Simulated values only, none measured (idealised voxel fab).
Herein follows the process module entitled voxel wiring stack.
Pictured: cross-section cut, 260 nm wide, on a grid of 5 nm square cells.
Cross-section layout: square cells on a grid; listed as bands, top to bottom; a band spans one or more cell rows.
The band entry comprises the height of the band's top followed by the height of its bottom, expressed in nm, and subsequently the band's materials from left to right, each stated together with its width in nm. Where a single material is marked with the word "edge to edge", that material fills the band from edge to edge. The word "empty" represents empty space.
It should be noted that heights are counted from 0, beneath which the wafer as supplied is of one material throughout, and that the lowest band possesses no lower boundary but continues downward, as written in "from 0 down".
Think of "30 to 40" as a width that walks from the first number to the second as you go down the band, top row to bottom row, taking equal-sized steps from row to row.
Given "nothing was modified" for a step, no cell of the cross-section differs between before and after that step.
Empty spaces counting at least 8 cells and having no open way to the top are listed in "Internal closed voids". The notation width x height at distance is used for each, the distance being from the left edge and all three values in nm.
It should be noted that, on the line of a given step, the content following the step's settings is a remark produced by the simulator itself with respect to that step.
"overlay nm" answers the question of how far to the right of plan the mask lay on a step that has a mask, and when it is negative the answer is to the left.

## The process steps that were planned are listed below
1 op RECEIVE | material Si
2 op CONFORMAL_DEP | material SiO2 | thk nm 15
3 op CONFORMAL_DEP | material SiCN | thk nm 5
4 op DIRECTIONAL_DEP | material lowk | thk nm 15
5 op DIRECTIONAL_DEP | material aC | thk nm 10
6 op PATTERN | tone open | mask id METAL_1 | material resist | width nm 30 | pitch nm 45 | thk nm 30 | overlay nm 0
7 op DIRECTIONAL_ETCH | etch materials aC | depth nm 10
8 op STRIP | etch materials resist
9 op DIRECTIONAL_ETCH | etch materials lowk | depth nm 15
10 op DIRECTIONAL_ETCH | etch materials SiCN | depth nm 5
11 op STRIP | etch materials aC
12 op CONFORMAL_DEP | material TiN | thk nm 5
13 op FILL_DEP | material Ru | thk nm 10
14 op CMP | height nm 35
15 op CONFORMAL_DEP | material SiCN | thk nm 5
16 op DIRECTIONAL_DEP | material SiO2 | thk nm 30
17 op PATTERN | tone open | mask id METAL_2 | material resist | width nm 30 | pitch nm 45 | thk nm 20 | overlay nm 0
18 op DIRECTIONAL_ETCH | etch materials SiO2 | depth nm 20
19 op STRIP | etch materials resist
20 op PATTERN | tone open | mask id METAL_2_HOLES | material resist | width nm 15 | pitch nm 45 | thk nm 20 | overlay nm 0
21 op DIRECTIONAL_ETCH | etch materials SiO2 | depth nm 10
22 op DIRECTIONAL_ETCH | etch materials SiCN | depth nm 5
23 op STRIP | etch materials resist
24 op CONFORMAL_DEP | material TiN | thk nm 5
25 op FILL_DEP | material Cu | thk nm 5
26 op CMP | height nm 70
27 op CONFORMAL_DEP | material SiCN | thk nm 5
28 op DIRECTIONAL_DEP | material lowk | thk nm 30
29 op DIRECTIONAL_DEP | material aC | thk nm 15
30 op PATTERN | tone open | mask id METAL_3_HOLES | material resist | width nm 15 | pitch nm 45 | thk nm 35 | overlay nm 0
31 op DIRECTIONAL_ETCH | etch materials aC | depth nm 15
32 op STRIP | etch materials resist
33 op DIRECTIONAL_ETCH | etch materials lowk | depth nm 30
34 op STRIP | etch materials aC
35 op MASKED_ETCH | tone open | mask id METAL_3 | width nm 30 | pitch nm 45 | etch materials lowk | depth nm 15 | overlay nm 0
36 op MASKED_ETCH | tone open | mask id METAL_3 | width nm 30 | pitch nm 45 | etch materials SiCN | depth nm 5 | overlay nm 0
37 op CONFORMAL_DEP | material TiN | thk nm 5
38 op FILL_DEP | material Cu | thk nm 5
39 op CMP | height nm 105
40 op CONFORMAL_DEP | material SiCN | thk nm 5

## Here's what the wafer looked like in cross-section when it arrived - that's after step 1
  from 0 down: Si edge to edge
  Internal closed voids: none

## First of two wafers at the end of the module, shown in cross-section; run carried out as planned
  from 110 to 105: SiCN edge to edge
  from 105 to 95: lowk=45, then TiN=5, then Cu=20, then TiN=5, then lowk=15, then TiN=5, then Cu=20, then TiN=5, then lowk=15, then TiN=5, then Cu=20, then TiN=5, then lowk=15, then TiN=5, then Cu=20, then TiN=5, then lowk=50
  from 95 to 90: lowk=45, then TiN=5, then Cu=5, then TiN=20, then lowk=15, then TiN=5, then Cu=5, then TiN=20, then lowk=15, then TiN=5, then Cu=5, then TiN=20, then lowk=15, then TiN=5, then Cu=5, then TiN=20, then lowk=50
  from 90 to 75: lowk=45, then TiN=5, then Cu=5, then TiN=5, then lowk=30, then TiN=5, then Cu=5, then TiN=5, then lowk=30, then TiN=5, then Cu=5, then TiN=5, then lowk=30, then TiN=5, then Cu=5, then TiN=5, then lowk=65
  from 75 to 70: SiCN=45, then TiN=15, then SiCN=30, then TiN=15, then SiCN=30, then TiN=15, then SiCN=30, then TiN=15, then SiCN=65
  from 70 to 55: SiO2=45, then TiN=5, then Cu=20, then TiN=5, then SiO2=15, then TiN=5, then Cu=20, then TiN=5, then SiO2=15, then TiN=5, then Cu=20, then TiN=5, then SiO2=15, then TiN=5, then Cu=20, then TiN=5, then SiO2=50
  from 55 to 50: SiO2=45, then TiN=5, then Cu=5, then TiN=20, then SiO2=15, then TiN=5, then Cu=5, then TiN=20, then SiO2=15, then TiN=5, then Cu=5, then TiN=20, then SiO2=15, then TiN=5, then Cu=5, then TiN=20, then SiO2=50
  from 50 to 40: SiO2=45, then TiN=5, then Cu=5, then TiN=5, then SiO2=30, then TiN=5, then Cu=5, then TiN=5, then SiO2=30, then TiN=5, then Cu=5, then TiN=5, then SiO2=30, then TiN=5, then Cu=5, then TiN=5, then SiO2=65
  from 40 to 35: SiCN=45, then TiN=15, then SiCN=30, then TiN=15, then SiCN=30, then TiN=15, then SiCN=30, then TiN=15, then SiCN=65
  from 35 to 20: lowk=45, then TiN=5, then Ru=20, then TiN=5, then lowk=15, then TiN=5, then Ru=20, then TiN=5, then lowk=15, then TiN=5, then Ru=20, then TiN=5, then lowk=15, then TiN=5, then Ru=20, then TiN=5, then lowk=50
  from 20 to 15: SiCN=45, then TiN=30, then SiCN=15, then TiN=30, then SiCN=15, then TiN=30, then SiCN=15, then TiN=30, then SiCN=50
  from 15 to 0: SiO2 edge to edge
  from 0 down: Si edge to edge
  Internal closed voids: none

## Wafer two, sectioned after the module: the first wafer's start, the first wafer's plan, and one mistake in how it was run
  from 110 to 105: SiCN edge to edge
  from 105 to 95: lowk=45, then TiN=5, then Cu=20, then TiN=5, then lowk=15, then TiN=5, then Cu=20, then TiN=5, then lowk=15, then TiN=5, then Cu=20, then TiN=5, then lowk=15, then TiN=5, then Cu=20, then TiN=5, then lowk=50
  from 95 to 90: lowk=45, then TiN=5, then Cu=5, then TiN=20, then lowk=15, then TiN=5, then Cu=5, then TiN=20, then lowk=15, then TiN=5, then Cu=5, then TiN=20, then lowk=15, then TiN=5, then Cu=5, then TiN=20, then lowk=50
  from 90 to 75: lowk=45, then TiN=5, then Cu=5, then TiN=5, then lowk=30, then TiN=5, then Cu=5, then TiN=5, then lowk=30, then TiN=5, then Cu=5, then TiN=5, then lowk=30, then TiN=5, then Cu=5, then TiN=5, then lowk=65
  from 75 to 70: SiCN=45, then TiN=15, then SiCN=30, then TiN=15, then SiCN=30, then TiN=15, then SiCN=30, then TiN=15, then SiCN=65
  from 70 to 65: Cu edge to edge
  from 65 to 60: TiN=50, then Cu=20, then TiN=25, then Cu=20, then TiN=25, then Cu=20, then TiN=25, then Cu=20, then TiN=55
  from 60 to 40: SiO2=45, then TiN=5, then Cu=20, then TiN=5, then SiO2=15, then TiN=5, then Cu=20, then TiN=5, then SiO2=15, then TiN=5, then Cu=20, then TiN=5, then SiO2=15, then TiN=5, then Cu=20, then TiN=5, then SiO2=50
  from 40 to 35: SiCN=45, then TiN=30, then SiCN=15, then TiN=30, then SiCN=15, then TiN=30, then SiCN=15, then TiN=30, then SiCN=50
  from 35 to 20: lowk=45, then TiN=5, then Ru=20, then TiN=5, then lowk=15, then TiN=5, then Ru=20, then TiN=5, then lowk=15, then TiN=5, then Ru=20, then TiN=5, then lowk=15, then TiN=5, then Ru=20, then TiN=5, then lowk=50
  from 20 to 15: SiCN=45, then TiN=30, then SiCN=15, then TiN=30, then SiCN=15, then TiN=30, then SiCN=15, then TiN=30, then SiCN=50
  from 15 to 0: SiO2 edge to edge
  from 0 down: Si edge to edge
  Internal closed voids: none
Misprocessing identified: step 20 of the plan: omitted, not performed
Final comparison by cell count, materials where the second wafer has more or fewer than the first: +72 Cu, -12 SiCN, -80 SiO2, +20 TiN
